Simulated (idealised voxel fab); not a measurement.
Process module heading - voxel wiring stack
Each square cell in cross-section cut measures 5 nm, and the section as a whole is 180 nm wide.
Notation: cross-section as square-cell grid; stated in bands, top first, going down; one or more cell rows per band. The entry gives the band's vertical extent as a top height and a bottom height in nm, then its horizontal make-up as materials from left to right, each with a width in nm. "empty" stands for empty space; a single material marked "full width" fills the band edge to edge. Height is counted from the level 0, under which the received wafer is composed throughout of one material. The lowest of the bands is not closed at the bottom but continues downward, in the notation "z 0 and below". The notation "30..40" denotes a width that varies across the rows of cells in the band, beginning at the first number in the top row, finishing at the second number in the bottom row, and changing by an identical amount from each row to the next. "nothing was modified" (step): cross-section cells unchanged, all of them. Heads up: "Enclosed internal cavities" only lists the empty pockets with no open path to the top that are 8 cells or more, and it writes them as width x height at distance, distance from the left edge, in nm. Note: text after step settings on the step line = simulator remark on that step. overlay nm: how far to the right of its planned place the mask lay on this masked step (negative: to the left).

### Process steps (planned)
| 1 | RECEIVE (material Si) |
| 2 | CONFORMAL_DEP (material SiO2; thk nm 15) |
| 3 | CONFORMAL_DEP (material SiN; thk nm 5) |
| 4 | DIRECTIONAL_DEP (material SiO2; thk nm 15) |
| 5 | DIRECTIONAL_DEP (material aC; thk nm 15) |
| 6 | PATTERN (tone open; mask id METAL_1; material resist; width nm 25; pitch nm 40; thk nm 35; overlay nm 0) |
| 7 | DIRECTIONAL_ETCH (etch materials aC; depth nm 15) |
| 8 | STRIP (etch materials resist) |
| 9 | DIRECTIONAL_ETCH (etch materials SiO2; depth nm 15) |
| 10 | DIRECTIONAL_ETCH (etch materials SiN; depth nm 5) |
| 11 | STRIP (etch materials aC) |
| 12 | CONFORMAL_DEP (material TiN; thk nm 5) |
| 13 | FILL_DEP (material Cu; thk nm 5) |
| 14 | CMP (height nm 35) |
| 15 | EPI (material Ru; thk nm 5) |
| 16 | FILL_DEP (material SiCN; thk nm 5) |
| 17 | DIRECTIONAL_DEP (material SiO2; thk nm 10) |
| 18 | PATTERN (tone open; mask id PLUG_1; material resist; width nm 15; pitch nm 40; thk nm 15; overlay nm 0) |
| 19 | DIRECTIONAL_ETCH (etch materials SiO2; depth nm 10) |
| 20 | DIRECTIONAL_ETCH (etch materials SiCN; depth nm 5) |
| 21 | STRIP (etch materials resist) |
| 22 | CONFORMAL_DEP (material TiN; thk nm 5) |
| 23 | FILL_DEP (material Ru; thk nm 10) |
| 24 | CMP (height nm 55) |
| 25 | DIRECTIONAL_DEP (material TiN; thk nm 5) |
| 26 | DIRECTIONAL_DEP (material W; thk nm 15) |
| 27 | PATTERN (tone cover; mask id METAL_2; material resist; width nm 25; pitch nm 40; thk nm 20; overlay nm 0) |
| 28 | DIRECTIONAL_ETCH (etch materials W; depth nm 15) |
| 29 | DIRECTIONAL_ETCH (etch materials TiN; depth nm 5) |
| 30 | STRIP (etch materials resist) |
| 31 | CONFORMAL_DEP (material SiN; thk nm 5) |
| 32 | FILL_DEP (material lowk; thk nm 10) |
| 33 | CMP (height nm 75) |
| 34 | CONFORMAL_DEP (material SiCN; thk nm 5) |
| 35 | DIRECTIONAL_DEP (material SiO2; thk nm 30) |
| 36 | DIRECTIONAL_DEP (material aC; thk nm 10) |
| 37 | PATTERN (tone open; mask id METAL_3_HOLES; material resist; width nm 15; thk nm 30; overlay nm 0) |
| 38 | DIRECTIONAL_ETCH (etch materials aC; depth nm 10) |
| 39 | STRIP (etch materials resist) |
| 40 | DIRECTIONAL_ETCH (etch materials SiO2; depth nm 30) |
| 41 | STRIP (etch materials aC) |
| 42 | DIRECTIONAL_DEP (material aC; thk nm 15) |
| 43 | PATTERN (tone open; mask id METAL_3; material resist; width nm 25; pitch nm 40; thk nm 30; overlay nm 0) |
| 44 | DIRECTIONAL_ETCH (etch materials aC; depth nm 15) |
| 45 | STRIP (etch materials resist) |
| 46 | DIRECTIONAL_ETCH (etch materials SiO2; depth nm 15) |
| 47 | DIRECTIONAL_ETCH (etch materials SiCN; depth nm 5) |
| 48 | STRIP (etch materials aC) |
| 49 | CONFORMAL_DEP (material TiN; thk nm 5) |
| 50 | FILL_DEP (material Cu; thk nm 5) |
| 51 | CMP (height nm 110) |
| 52 | CONFORMAL_DEP (material SiN; thk nm 5) |

### First wafer of two (run as planned)

### as received, after step 1
  z 0 and below = Si full width
  Enclosed internal cavities: none

### You're looking at a cross-section of the wafer after step 2
  z 15 to 0 = SiO2 full width
  Below 0 it's all the same as before, nothing changed down there.

### You're looking at a cross-section of the wafer after step 3
  z 20 to 15 = SiN full width
  Below 15 it's all the same as before, nothing changed down there.

### You're looking at a cross-section of the wafer after step 4
  z 35 to 20 = SiO2 full width
  Below 20 it's all the same as before, nothing changed down there.

### You're looking at a cross-section of the wafer after step 5
  z 50 to 35 = aC full width
  Below 35 it's all the same as before, nothing changed down there.

### You're looking at a cross-section of the wafer after step 6
  z 85 to 50 = 55 of resist | 25 of empty | 15 of resist | 25 of empty | 60 of resist
  Below 50 it's all the same as before, nothing changed down there.

### You're looking at a cross-section of the wafer after step 7
  z 70 to 50 = 55 of resist | 25 of empty | 15 of resist | 25 of empty | 60 of resist
  z 50 to 35 = 55 of aC | 25 of empty | 15 of aC | 25 of empty | 60 of aC
  Below 35 it's all the same as before, nothing changed down there.

### You're looking at a cross-section of the wafer after step 8
  z 50 to 35 = 55 of aC | 25 of empty | 15 of aC | 25 of empty | 60 of aC
  Below 35 it's all the same as before, nothing changed down there.

### You're looking at a cross-section of the wafer after step 9
  z 50 to 35 = 55 of aC | 25 of empty | 15 of aC | 25 of empty | 60 of aC
  z 35 to 20 = 55 of SiO2 | 25 of empty | 15 of SiO2 | 25 of empty | 60 of SiO2
  Below 20 it's all the same as before, nothing changed down there.

### You're looking at a cross-section of the wafer after step 10
  z 50 to 35 = 55 of aC | 25 of empty | 15 of aC | 25 of empty | 60 of aC
  z 35 to 20 = 55 of SiO2 | 25 of empty | 15 of SiO2 | 25 of empty | 60 of SiO2
  z 20 to 15 = 55 of SiN | 25 of empty | 15 of SiN | 25 of empty | 60 of SiN
  Below 15 it's all the same as before, nothing changed down there.

### You're looking at a cross-section of the wafer after step 11
  z 35 to 20 = 55 of SiO2 | 25 of empty | 15 of SiO2 | 25 of empty | 60 of SiO2
  Below 20 it's all the same as before, nothing changed down there.

### You're looking at a cross-section of the wafer after step 12
  z 40 to 35 = 60 of TiN | 15 of empty | 25 of TiN | 15 of empty | 65 of TiN
  z 35 to 20 = 55 of SiO2 | 5 of TiN | 15 of empty | 5 of TiN | 15 of SiO2 | 5 of TiN | 15 of empty | 5 of TiN | 60 of SiO2
  z 20 to 15 = 55 of SiN | 25 of TiN | 15 of SiN | 25 of TiN | 60 of SiN
  Below 15 it's all the same as before, nothing changed down there.

### You're looking at a cross-section of the wafer after step 13
  z 45 to 40 = Cu full width
  z 40 to 35 = 60 of TiN | 15 of Cu | 25 of TiN | 15 of Cu | 65 of TiN
  z 35 to 20 = 55 of SiO2 | 5 of TiN | 15 of Cu | 5 of TiN | 15 of SiO2 | 5 of TiN | 15 of Cu | 5 of TiN | 60 of SiO2
  Below 20 it's all the same as before, nothing changed down there.

### You're looking at a cross-section of the wafer after step 14
  z 35 to 20 = 55 of SiO2 | 5 of TiN | 15 of Cu | 5 of TiN | 15 of SiO2 | 5 of TiN | 15 of Cu | 5 of TiN | 60 of SiO2
  Below 20 it's all the same as before, nothing changed down there.

### You're looking at a cross-section of the wafer after step 15
  z 40 to 35 = 50 of empty | 35 of Ru | 5 of empty | 35 of Ru | 55 of empty
  Below 35 it's all the same as before, nothing changed down there.

### You're looking at a cross-section of the wafer after step 16
  z 45 to 40 = SiCN full width
  z 40 to 35 = 50 of SiCN | 35 of Ru | 5 of SiCN | 35 of Ru | 55 of SiCN
  Below 35 it's all the same as before, nothing changed down there.

### You're looking at a cross-section of the wafer after step 17
  z 55 to 45 = SiO2 full width
  Below 45 it's all the same as before, nothing changed down there.

### You're looking at a cross-section of the wafer after step 18
  z 70 to 55 = 55 of resist | 15 of empty | 25 of resist | 15 of empty | 70 of resist
  Below 55 it's all the same as before, nothing changed down there.

### You're looking at a cross-section of the wafer after step 19
  z 70 to 55 = 55 of resist | 15 of empty | 25 of resist | 15 of empty | 70 of resist
  z 55 to 45 = 55 of SiO2 | 15 of empty | 25 of SiO2 | 15 of empty | 70 of SiO2
  Below 45 it's all the same as before, nothing changed down there.

### You're looking at a cross-section of the wafer after step 20
  z 70 to 55 = 55 of resist | 15 of empty | 25 of resist | 15 of empty | 70 of resist
  z 55 to 45 = 55 of SiO2 | 15 of empty | 25 of SiO2 | 15 of empty | 70 of SiO2
  z 45 to 40 = 55 of SiCN | 15 of empty | 25 of SiCN | 15 of empty | 70 of SiCN
  Below 40 it's all the same as before, nothing changed down there.

### You're looking at a cross-section of the wafer after step 21
  z 55 to 45 = 55 of SiO2 | 15 of empty | 25 of SiO2 | 15 of empty | 70 of SiO2
  Below 45 it's all the same as before, nothing changed down there.

### You're looking at a cross-section of the wafer after step 22
  z 60 to 55 = 60 of TiN | 5 of empty | 35 of TiN | 5 of empty | 75 of TiN
  z 55 to 45 = 55 of SiO2 | 5 of TiN | 5 of empty | 5 of TiN | 25 of SiO2 | 5 of TiN | 5 of empty | 5 of TiN | 70 of SiO2
  z 45 to 40 = 55 of SiCN | 15 of TiN | 25 of SiCN | 15 of TiN | 70 of SiCN
  Below 40 it's all the same as before, nothing changed down there.

### You're looking at a cross-section of the wafer after step 23
  z 70 to 60 = Ru full width
  z 60 to 55 = 60 of TiN | 5 of Ru | 35 of TiN | 5 of Ru | 75 of TiN
  z 55 to 45 = 55 of SiO2 | 5 of TiN | 5 of Ru | 5 of TiN | 25 of SiO2 | 5 of TiN | 5 of Ru | 5 of TiN | 70 of SiO2
  Below 45 it's all the same as before, nothing changed down there.

### You're looking at a cross-section of the wafer after step 24
  z 55 to 45 = 55 of SiO2 | 5 of TiN | 5 of Ru | 5 of TiN | 25 of SiO2 | 5 of TiN | 5 of Ru | 5 of TiN | 70 of SiO2
  Below 45 it's all the same as before, nothing changed down there.

### You're looking at a cross-section of the wafer after step 25
  z 60 to 55 = TiN full width
  Below 55 it's all the same as before, nothing changed down there.

### You're looking at a cross-section of the wafer after step 26
  z 75 to 60 = W full width
  Below 60 it's all the same as before, nothing changed down there.

### You're looking at a cross-section of the wafer after step 27
  z 95 to 75 = 55 of empty | 25 of resist | 15 of empty | 25 of resist | 60 of empty
  Below 75 it's all the same as before, nothing changed down there.

### You're looking at a cross-section of the wafer after step 28
  z 95 to 75 = 55 of empty | 25 of resist | 15 of empty | 25 of resist | 60 of empty
  z 75 to 60 = 55 of empty | 25 of W | 15 of empty | 25 of W | 60 of empty
  Below 60 it's all the same as before, nothing changed down there.

### You're looking at a cross-section of the wafer after step 29
  z 95 to 75 = 55 of empty | 25 of resist | 15 of empty | 25 of resist | 60 of empty
  z 75 to 60 = 55 of empty | 25 of W | 15 of empty | 25 of W | 60 of empty
  z 60 to 55 = 55 of empty | 25 of TiN | 15 of empty | 25 of TiN | 60 of empty
  Below 55 it's all the same as before, nothing changed down there.

### You're looking at a cross-section of the wafer after step 30
  z 75 to 60 = 55 of empty | 25 of W | 15 of empty | 25 of W | 60 of empty
  Below 60 it's all the same as before, nothing changed down there.

### You're looking at a cross-section of the wafer after step 31
  z 80 to 75 = 50 of empty | 35 of SiN | 5 of empty | 35 of SiN | 55 of empty
  z 75 to 60 = 50 of empty | 5 of SiN | 25 of W | 5 of SiN | 5 of empty | 5 of SiN | 25 of W | 5 of SiN | 55 of empty
  z 60 to 55 = 55 of SiN | 25 of TiN | 15 of SiN | 25 of TiN | 60 of SiN
  Below 55 it's all the same as before, nothing changed down there.

### You're looking at a cross-section of the wafer after step 32
  z 90 to 80 = lowk full width
  z 80 to 75 = 50 of lowk | 35 of SiN | 5 of lowk | 35 of SiN | 55 of lowk
  z 75 to 60 = 50 of lowk | 5 of SiN | 25 of W | 5 of SiN | 5 of lowk | 5 of SiN | 25 of W | 5 of SiN | 55 of lowk
  Below 60 it's all the same as before, nothing changed down there.

### You're looking at a cross-section of the wafer after step 33
  z 75 to 60 = 50 of lowk | 5 of SiN | 25 of W | 5 of SiN | 5 of lowk | 5 of SiN | 25 of W | 5 of SiN | 55 of lowk
  Below 60 it's all the same as before, nothing changed down there.

### You're looking at a cross-section of the wafer after step 34
  z 80 to 75 = SiCN full width
  Below 75 it's all the same as before, nothing changed down there.

### You're looking at a cross-section of the wafer after step 35
  z 110 to 80 = SiO2 full width
  Below 80 it's all the same as before, nothing changed down there.

### You're looking at a cross-section of the wafer after step 36
  z 120 to 110 = aC full width
  Below 110 it's all the same as before, nothing changed down there.

### You're looking at a cross-section of the wafer after step 37
  z 150 to 120 = 55 of resist | 15 of empty | 110 of resist
  Below 120 it's all the same as before, nothing changed down there.

### You're looking at a cross-section of the wafer after step 38
  z 140 to 120 = 55 of resist | 15 of empty | 110 of resist
  z 120 to 110 = 55 of aC | 15 of empty | 110 of aC
  Below 110 it's all the same as before, nothing changed down there.

### You're looking at a cross-section of the wafer after step 39
  z 120 to 110 = 55 of aC | 15 of empty | 110 of aC
  Below 110 it's all the same as before, nothing changed down there.

### You're looking at a cross-section of the wafer after step 40
  z 120 to 110 = 55 of aC | 15 of empty | 110 of aC
  z 110 to 80 = 55 of SiO2 | 15 of empty | 110 of SiO2
  Below 80 it's all the same as before, nothing changed down there.

### You're looking at a cross-section of the wafer after step 41
  z 110 to 80 = 55 of SiO2 | 15 of empty | 110 of SiO2
  Below 80 it's all the same as before, nothing changed down there.

### You're looking at a cross-section of the wafer after step 42
  z 125 to 110 = 55 of aC | 15 of empty | 110 of aC
  z 110 to 95 = 55 of SiO2 | 15 of empty | 110 of SiO2
  z 95 to 80 = 55 of SiO2 | 15 of aC | 110 of SiO2
  Below 80 it's all the same as before, nothing changed down there.

### You're looking at a cross-section of the wafer after step 43
  z 155 to 125 = 55 of resist | 25 of empty | 15 of resist | 25 of empty | 60 of resist
  Below 125 it's all the same as before, nothing changed down there.

### You're looking at a cross-section of the wafer after step 44
  z 140 to 125 = 55 of resist | 25 of empty | 15 of resist | 25 of empty | 60 of resist
  z 125 to 110 = 55 of aC | 25 of empty | 15 of aC | 25 of empty | 60 of aC
  z 110 to 80 = 55 of SiO2 | 15 of empty | 110 of SiO2
  Below 80 it's all the same as before, nothing changed down there.

### You're looking at a cross-section of the wafer after step 45
  z 125 to 110 = 55 of aC | 25 of empty | 15 of aC | 25 of empty | 60 of aC
  Below 110 it's all the same as before, nothing changed down there.

### You're looking at a cross-section of the wafer after step 46
  z 125 to 110 = 55 of aC | 25 of empty | 15 of aC | 25 of empty | 60 of aC
  z 110 to 95 = 55 of SiO2 | 25 of empty | 15 of SiO2 | 25 of empty | 60 of SiO2
  Below 95 it's all the same as before, nothing changed down there.

### You're looking at a cross-section of the wafer after step 47
  z 125 to 110 = 55 of aC | 25 of empty | 15 of aC | 25 of empty | 60 of aC
  z 110 to 95 = 55 of SiO2 | 25 of empty | 15 of SiO2 | 25 of empty | 60 of SiO2
  z 95 to 80 = 55 of SiO2 | 15 of empty | 110 of SiO2
  z 80 to 75 = 55 of SiCN | 15 of empty | 110 of SiCN
  Below 75 it's all the same as before, nothing changed down there.

### You're looking at a cross-section of the wafer after step 48
  z 110 to 95 = 55 of SiO2 | 25 of empty | 15 of SiO2 | 25 of empty | 60 of SiO2
  Below 95 it's all the same as before, nothing changed down there.

### You're looking at a cross-section of the wafer after step 49
  z 115 to 110 = 60 of TiN | 15 of empty | 25 of TiN | 15 of empty | 65 of TiN
  z 110 to 100 = 55 of SiO2 | 5 of TiN | 15 of empty | 5 of TiN | 15 of SiO2 | 5 of TiN | 15 of empty | 5 of TiN | 60 of SiO2
  z 100 to 95 = 55 of SiO2 | 5 of TiN | 5 of empty | 15 of TiN | 15 of SiO2 | 25 of TiN | 60 of SiO2
  z 95 to 80 = 55 of SiO2 | 5 of TiN | 5 of empty | 5 of TiN | 110 of SiO2
  z 80 to 75 = 55 of SiCN | 15 of TiN | 110 of SiCN
  Below 75 it's all the same as before, nothing changed down there.

### You're looking at a cross-section of the wafer after step 50
  z 120 to 115 = Cu full width
  z 115 to 110 = 60 of TiN | 15 of Cu | 25 of TiN | 15 of Cu | 65 of TiN
  z 110 to 100 = 55 of SiO2 | 5 of TiN | 15 of Cu | 5 of TiN | 15 of SiO2 | 5 of TiN | 15 of Cu | 5 of TiN | 60 of SiO2
  z 100 to 95 = 55 of SiO2 | 5 of TiN | 5 of Cu | 15 of TiN | 15 of SiO2 | 25 of TiN | 60 of SiO2
  z 95 to 80 = 55 of SiO2 | 5 of TiN | 5 of Cu | 5 of TiN | 110 of SiO2
  Below 80 it's all the same as before, nothing changed down there.

### You're looking at a cross-section of the wafer after step 51
  z 110 to 100 = 55 of SiO2 | 5 of TiN | 15 of Cu | 5 of TiN | 15 of SiO2 | 5 of TiN | 15 of Cu | 5 of TiN | 60 of SiO2
  Below 100 it's all the same as before, nothing changed down there.

### You're looking at a cross-section of the wafer after step 52
  z 115 to 110 = SiN full width
  Below 110 it's all the same as before, nothing changed down there.

### Wafer two: like wafer one in start and plan, but with one mistake in execution; identical up to and including step 42

### Cross-section, second wafer, at the end time the plan gives for step 43
  z 155 to 125 = 55 of empty | 25 of resist | 15 of empty | 25 of resist | 60 of empty
  z 125 to 110 = 55 of aC | 15 of resist | 110 of aC
  z 110 to 95 = 55 of SiO2 | 15 of resist | 110 of SiO2
  Below 95 it's all the same as before, nothing changed down there.

### Cross-section, second wafer, at the end time the plan gives for step 44
  z 140 to 125 = 55 of empty | 25 of resist | 15 of empty | 25 of resist | 60 of empty
  z 125 to 110 = 55 of empty | 15 of resist | 10 of aC | 15 of empty | 25 of aC | 60 of empty
  Below 110 it's all the same as before, nothing changed down there.

### Cross-section, second wafer, at the end time the plan gives for step 45
  z 125 to 110 = 70 of empty | 10 of aC | 15 of empty | 25 of aC | 60 of empty
  z 110 to 95 = 55 of SiO2 | 15 of empty | 110 of SiO2
  Below 95 it's all the same as before, nothing changed down there.

### Cross-section, second wafer, at the end time the plan gives for step 46
  z 125 to 110 = 70 of empty | 10 of aC | 15 of empty | 25 of aC | 60 of empty
  z 110 to 95 = 70 of empty | 10 of SiO2 | 15 of empty | 25 of SiO2 | 60 of empty
  Below 95 it's all the same as before, nothing changed down there.

Cross-section, second wafer, at the end time the plan gives for step 47: nothing was modified

### Cross-section, second wafer, at the end time the plan gives for step 48
  z 110 to 95 = 70 of empty | 10 of SiO2 | 15 of empty | 25 of SiO2 | 60 of empty
  z 95 to 80 = 55 of SiO2 | 15 of empty | 110 of SiO2
  Below 80 it's all the same as before, nothing changed down there.

### Cross-section, second wafer, at the end time the plan gives for step 49
  z 115 to 110 = 65 of empty | 20 of TiN | 5 of empty | 35 of TiN | 55 of empty
  z 110 to 100 = 65 of empty | 5 of TiN | 10 of SiO2 | 5 of TiN | 5 of empty | 5 of TiN | 25 of SiO2 | 5 of TiN | 55 of empty
  z 100 to 95 = 60 of TiN | 5 of empty | 5 of TiN | 10 of SiO2 | 15 of TiN | 25 of SiO2 | 60 of TiN
  z 95 to 85 = 55 of SiO2 | 5 of TiN | 5 of empty | 5 of TiN | 110 of SiO2
  z 85 to 80 = 55 of SiO2 | 15 of TiN | 110 of SiO2
  Below 80 it's all the same as before, nothing changed down there.

### Cross-section, second wafer, at the end time the plan gives for step 50
  z 120 to 115 = Cu full width
  z 115 to 110 = 65 of Cu | 20 of TiN | 5 of Cu | 35 of TiN | 55 of Cu
  z 110 to 100 = 65 of Cu | 5 of TiN | 10 of SiO2 | 5 of TiN | 5 of Cu | 5 of TiN | 25 of SiO2 | 5 of TiN | 55 of Cu
  z 100 to 95 = 60 of TiN | 5 of Cu | 5 of TiN | 10 of SiO2 | 15 of TiN | 25 of SiO2 | 60 of TiN
  z 95 to 85 = 55 of SiO2 | 5 of TiN | 5 of Cu | 5 of TiN | 110 of SiO2
  Below 85 it's all the same as before, nothing changed down there.

### Cross-section, second wafer, at the end time the plan gives for step 51
  z 110 to 100 = 65 of Cu | 5 of TiN | 10 of SiO2 | 5 of TiN | 5 of Cu | 5 of TiN | 25 of SiO2 | 5 of TiN | 55 of Cu
  Below 100 it's all the same as before, nothing changed down there.

### Cross-section, second wafer, at the end time the plan gives for step 52
  z 115 to 110 = SiN full width
  Below 110 it's all the same as before, nothing changed down there.
what went wrong: planned and actual differ for step 43; actual: PATTERN (tone cover; mask id METAL_3; material resist; width nm 25; pitch nm 40; thk nm 30; overlay nm 0)
FYI, end of process, the second wafer has more or fewer cells of some materials than the first: +37 Cu, +3 SiCN, -57 SiO2, +17 TiN
